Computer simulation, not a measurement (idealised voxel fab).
The name of this process module is voxel trench capacitor.
The width of the displayed cross-section, cut, is 160 nm; its cells are square, with a size of 5 nm.
Cross-sections here: square-cell grids, written as top-down lists of bands, a band being one or more rows of cells.
Within each band entry, the heights of the top and of the bottom of the band appear first, in that order and in nm; the materials of the band then follow from left to right, each with its corresponding width in nm. The designation "edge to edge" on a single material indicates that it fills the band from edge to edge; the designation "empty" indicates empty space.
Convention: height 0 is the level below which the wafer, as received, is all one material. The lowest band does not terminate at the bottom but continues downward, represented as "0 and below".
A two-number width, for instance "30->40", indicates that the width is equal to the first number in the top row of the band and to the second number in the bottom row, and that it changes by a constant amount per row of cells.
Any step labelled "remained unchanged" changed none of the cells in the cross-section.
This entry, "Closed void register", enumerates those empty regions of no fewer than 8 cells that possess no open connection to the top. Each region is reported in the form width x height at distance, the distance being taken from the left edge, with all three quantities expressed in nm.
On each step's line, the part that comes after the settings is the simulator's own comment on the step.
overlay nm: step with mask; distance mask lay right of planned place; negative value = left of planned place.

## Process steps (planned)
| 1 | RECEIVE | material Si |
| 2 | CONFORMAL_DEP | material SiN | thk nm 5 |
| 3 | DIRECTIONAL_DEP | material aC | thk nm 15 |
| 4 | PATTERN | tone open | mask id TRENCH | material resist | width nm 25 | pitch nm 45 | thk nm 35 | overlay nm -15 |
| 5 | DIRECTIONAL_ETCH | etch materials aC | depth nm 15 |
| 6 | STRIP | etch materials resist |
| 7 | DIRECTIONAL_ETCH | etch materials SiN | depth nm 5 |
| 8 | DIRECTIONAL_ETCH | etch materials Si | depth nm 30 |
| 9 | STRIP | etch materials aC |
| 10 | CONFORMAL_DEP | material Al2O3 | thk nm 5 |
| 11 | CONFORMAL_DEP | material TiN | thk nm 5 |
| 12 | FILL_DEP | material W | thk nm 10 |
| 13 | CMP | height nm 5 |
Where the wafers of this document differ is in the overlay nm of step 4; they start out the same, and the plan states the value that applied to the first wafer.

## Cross-section, first of several wafers, as delivered after step 1
	0 and below = Si edge to edge
	Closed void register: none

## Here is the cross-section of the first of several wafers at the end of the module, after its last step, step 13
	5 down to 0 = SiN 30  Al2O3 5  TiN 5  W 5  TiN 5  Al2O3 5  SiN 20  Al2O3 5  TiN 5  W 5  TiN 5  Al2O3 5  SiN 60
	0 down to -20 = Si 30  Al2O3 5  TiN 5  W 5  TiN 5  Al2O3 5  Si 20  Al2O3 5  TiN 5  W 5  TiN 5  Al2O3 5  Si 60
	-20 down to -25 = Si 30  Al2O3 5  TiN 15  Al2O3 5  Si 20  Al2O3 5  TiN 15  Al2O3 5  Si 60
	-25 down to -30 = Si 30  Al2O3 25  Si 20  Al2O3 25  Si 60
	-30 and below = Si edge to edge
	Closed void register: none

## Here's the last wafer cross-sectioned at the end of the module
	5 down to 0 = SiN 60  Al2O3 5  TiN 5  W 5  TiN 5  Al2O3 5  SiN 20  Al2O3 5  TiN 5  W 5  TiN 5  Al2O3 5  SiN 30
	0 down to -20 = Si 60  Al2O3 5  TiN 5  W 5  TiN 5  Al2O3 5  Si 20  Al2O3 5  TiN 5  W 5  TiN 5  Al2O3 5  Si 30
	-20 down to -25 = Si 60  Al2O3 5  TiN 15  Al2O3 5  Si 20  Al2O3 5  TiN 15  Al2O3 5  Si 30
	-25 down to -30 = Si 60  Al2O3 25  Si 20  Al2O3 25  Si 30
	-30 and below = Si edge to edge
	Closed void register: none

## each wafer at the end: cells of each material gained (+) or lost (-) since it was received, then its closed voids
overlay nm -15 | +34 Al2O3 | -60 Si | +22 SiN | +26 TiN | +10 W | Closed void register: none
overlay nm -10 | +34 Al2O3 | -60 Si | +22 SiN | +26 TiN | +10 W | Closed void register: none
overlay nm -5 | +34 Al2O3 | -60 Si | +22 SiN | +26 TiN | +10 W | Closed void register: none
overlay nm 0 | +34 Al2O3 | -60 Si | +22 SiN | +26 TiN | +10 W | Closed void register: none
overlay nm 5 | +34 Al2O3 | -60 Si | +22 SiN | +26 TiN | +10 W | Closed void register: none
overlay nm 10 | +34 Al2O3 | -60 Si | +22 SiN | +26 TiN | +10 W | Closed void register: none
overlay nm 15 | +34 Al2O3 | -60 Si | +22 SiN | +26 TiN | +10 W | Closed void register: none
